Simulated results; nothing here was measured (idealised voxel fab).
A process module follows: voxel capacitor over wiring.
The cross-section shown here is cut; it is 210 nm wide and divided into square cells measuring 5 nm on a side.
Cross-section format: a grid of square cells, given as bands from top to bottom; each band is one or more rows of cells.
What a band's entry tells you: where the top is and where the bottom is, as heights in nm, and after that what lies inside, material by material from left to right, each with its width in nm. Empty space is written as the word "blank", and a single material marked with the word "edge to edge" occupies the band from edge to edge.
Height is counted from the level 0, under which the received wafer is composed throughout of one material. The lowest of the bands is not closed at the bottom but continues downward, in the notation "0..down".
A two-number width, for instance "30->40", indicates that the width is equal to the first number in the top row of the band and to the second number in the bottom row, and that it changes by a constant amount per row of cells.
"nothing got changed", as given for a step, is the statement that not any cell of the cross-section underwent a change during that step.
Each empty space that has no open way to the top and spans at least 8 cells appears under "Encapsulated voids" as width x height at distance, the distance counted from the left edge, all in nm.
Read whatever lies past the settings on a step's line as the simulator's own remark about the step.
A step line may carry the setting "overlay nm", which, for steps involving a mask, states the distance by which the mask lay to the right of its intended position; negative values denote displacement to the left.

[Set out below are the planned steps of the process]
- 1: RECEIVE, material Si
- 2: CONFORMAL_DEP, material SiO2, thk nm 15
- 3: CONFORMAL_DEP, material SiCN, thk nm 5
- 4: DIRECTIONAL_DEP, material SiO2, thk nm 20
- 5: PATTERN, tone open, mask id METAL_1, material resist, width nm 20, pitch nm 80, thk nm 15, overlay nm 0
- 6: DIRECTIONAL_ETCH, etch materials SiO2, depth nm 20
- 7: DIRECTIONAL_ETCH, etch materials SiCN, depth nm 5
- 8: STRIP, etch materials resist
- 9: CONFORMAL_DEP, material TiN, thk nm 5
- 10: FILL_DEP, material W, thk nm 10
- 11: CMP, height nm 40
- 12: EPI, material Ru, thk nm 5
- 13: FILL_DEP, material SiCN, thk nm 5
- 14: DIRECTIONAL_DEP, material lowk, thk nm 15
- 15: MASKED_ETCH, tone open, mask id PLUG_1, width nm 15, etch materials lowk, depth nm 15, overlay nm 0
- 16: MASKED_ETCH, tone open, mask id PLUG_1, width nm 15, etch materials SiCN, depth nm 5, overlay nm 0
- 17: EPI, material Ru, thk nm 10
- 18: EPI, material Ru, thk nm 10
- 19: DIRECTIONAL_DEP, material TiN, thk nm 5
- 20: DIRECTIONAL_DEP, material HfO2, thk nm 5
- 21: DIRECTIONAL_DEP, material TiN, thk nm 5
- 22: PATTERN, tone cover, mask id UPPER_PLATE, material resist, width nm 65, thk nm 20, overlay nm 0
- 23: DIRECTIONAL_ETCH, etch materials TiN, depth nm 5
- 24: DIRECTIONAL_ETCH, etch materials HfO2, depth nm 5
- 25: STRIP, etch materials resist
- 26: MASKED_ETCH, tone cover, mask id LOWER_PLATE, width nm 75, etch materials TiN, depth nm 5, overlay nm 0
- 27: FILL_DEP, material SiO2, thk nm 20
- 28: CMP, height nm 95
- 29: PATTERN, tone open, mask id PLUG_2, material resist, width nm 15, thk nm 20, overlay nm -15
- 30: DIRECTIONAL_ETCH, etch materials SiO2, depth nm 15
- 31: STRIP, etch materials resist
- 32: CONFORMAL_DEP, material TiN, thk nm 5
- 33: FILL_DEP, material Cu, thk nm 10
- 34: CMP, height nm 95
- 35: CONFORMAL_DEP, material SiN, thk nm 5
Keep in mind the plan's value for the overlay nm of step 29 comes from the first wafer; the wafers don't share that setting, but they do share the same starting point.

[Cross-section of the first of several wafers as received (after step 1)]
  0..down  Si edge to edge
  Encapsulated voids: none

[Take any row and you have a wafer at the end of the module: how many cells of each material it has gained (+) or lost (-) since it was received, and then its closed voids]
overlay nm -15; +2 Cu; +13 HfO2; +24 Ru; +103 SiCN; +42 SiN; +464 SiO2; +59 TiN; +16 W; +117 lowk; Encapsulated voids: none
overlay nm -10; +2 Cu; +13 HfO2; +24 Ru; +103 SiCN; +42 SiN; +464 SiO2; +59 TiN; +16 W; +117 lowk; Encapsulated voids: none
overlay nm -5; +2 Cu; +13 HfO2; +24 Ru; +103 SiCN; +42 SiN; +464 SiO2; +59 TiN; +16 W; +117 lowk; Encapsulated voids: none
overlay nm 0; +2 Cu; +13 HfO2; +24 Ru; +103 SiCN; +42 SiN; +464 SiO2; +59 TiN; +16 W; +117 lowk; Encapsulated voids: none
overlay nm 5; +2 Cu; +13 HfO2; +24 Ru; +103 SiCN; +42 SiN; +464 SiO2; +59 TiN; +16 W; +117 lowk; Encapsulated voids: none
overlay nm 10; +2 Cu; +13 HfO2; +24 Ru; +103 SiCN; +42 SiN; +464 SiO2; +59 TiN; +16 W; +117 lowk; Encapsulated voids: none
overlay nm 15; +2 Cu; +13 HfO2; +24 Ru; +103 SiCN; +42 SiN; +464 SiO2; +59 TiN; +16 W; +117 lowk; Encapsulated voids: none
